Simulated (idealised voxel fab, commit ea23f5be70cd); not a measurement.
process module | voxel self aligned contacts
cross-section cut | 165 nm wide | cells 5 nm
A cross-section is a grid of square cells, given in bands from the top down. A band is one or more rows of cells.
Each band's line starts with the height of the band's top and of its bottom, in nm. Then come its materials from left to right, each with its width in nm. One material with "throughout" fills the band from edge to edge. "air" is empty space.
Height 0 is the level under which the wafer as received is all one material. The lowest band goes on downwards, as in "0 down".
A width such as "30 to 40" changes by the same amount from each row of cells to the next, from the band's top row to its bottom row.
"no change" after a step means that no cell of the cross-section changed.
closed voids: empty space of 8 cells or more with no open way to the top, each as width x height at its distance from the left edge, in nm
after a step's settings: what the simulator itself notes on the step
overlay nm, on a step with a mask: how far to the right of its planned place the mask lay; to the left if negative
plan
1 op RECEIVE | material Si
2 op CONFORMAL_DEP | material SiO2 | thk nm 5
3 op DIRECTIONAL_DEP | material polySi | thk nm 30
4 op DIRECTIONAL_DEP | material SiN | thk nm 15
5 op MASKED_ETCH | tone cover | mask id GATE | width nm 35 | pitch nm 70 | etch materials SiN | depth nm 15 | overlay nm 0
6 op MASKED_ETCH | tone cover | mask id GATE | width nm 35 | pitch nm 70 | etch materials polySi | depth nm 30 | overlay nm 0
7 op CONFORMAL_DEP | material SiN | thk nm 5
8 op DIRECTIONAL_ETCH | etch materials SiN | depth nm 5
9 op FILL_DEP | material SiO2 | thk nm 15
10 op CMP | height nm 55
11 op MASKED_ETCH | tone open | mask id CONTACT | width nm 45 | etch materials SiO2 | depth nm 55 | overlay nm 0
12 op CONFORMAL_DEP | material TiN | thk nm 5
13 op FILL_DEP | material Ru | thk nm 10
14 op CMP | height nm 55
15 op CONFORMAL_DEP | material SiCN | thk nm 5
as received, after step 1
  0 down: Si throughout
  closed voids: none
first wafer at the end, as planned
  60 to 55: SiCN throughout
  55 to 50: SiO2 60 | TiN 15 | Ru 15 | TiN 15 | SiO2 60
  50 to 35: SiO2 25 | SiN 45 | TiN 5 | Ru 15 | TiN 5 | SiN 45 | SiO2 25
  35 to 5: SiO2 25 | SiN 5 | polySi 35 | SiN 5 | TiN 5 | Ru 15 | TiN 5 | SiN 5 | polySi 35 | SiN 5 | SiO2 25
  5 to 0: SiO2 70 | TiN 25 | SiO2 70
  0 down: Si throughout
  closed voids: none
second wafer at the end: like start, like plan, one mistake
  60 to 55: SiCN throughout
  55 to 45: SiO2 60 | TiN 5 to 10 | Ru 35 to 25 | TiN 5 to 10 | SiO2 60
  45 to 35: SiO2 30 | SiN 35 | TiN 5 | Ru 25 | TiN 5 | SiN 35 | SiO2 30
  35 to 5: SiO2 30 | polySi 35 | TiN 5 | Ru 25 | TiN 5 | polySi 35 | SiO2 30
  5 to 0: SiO2 65 | TiN 35 | SiO2 65
  0 down: Si throughout
  closed voids: none
what went wrong: step 7 was left out
at the end the second wafer has, in cells: 22 more of Ru | 50 fewer of SiN | 28 more of SiO2
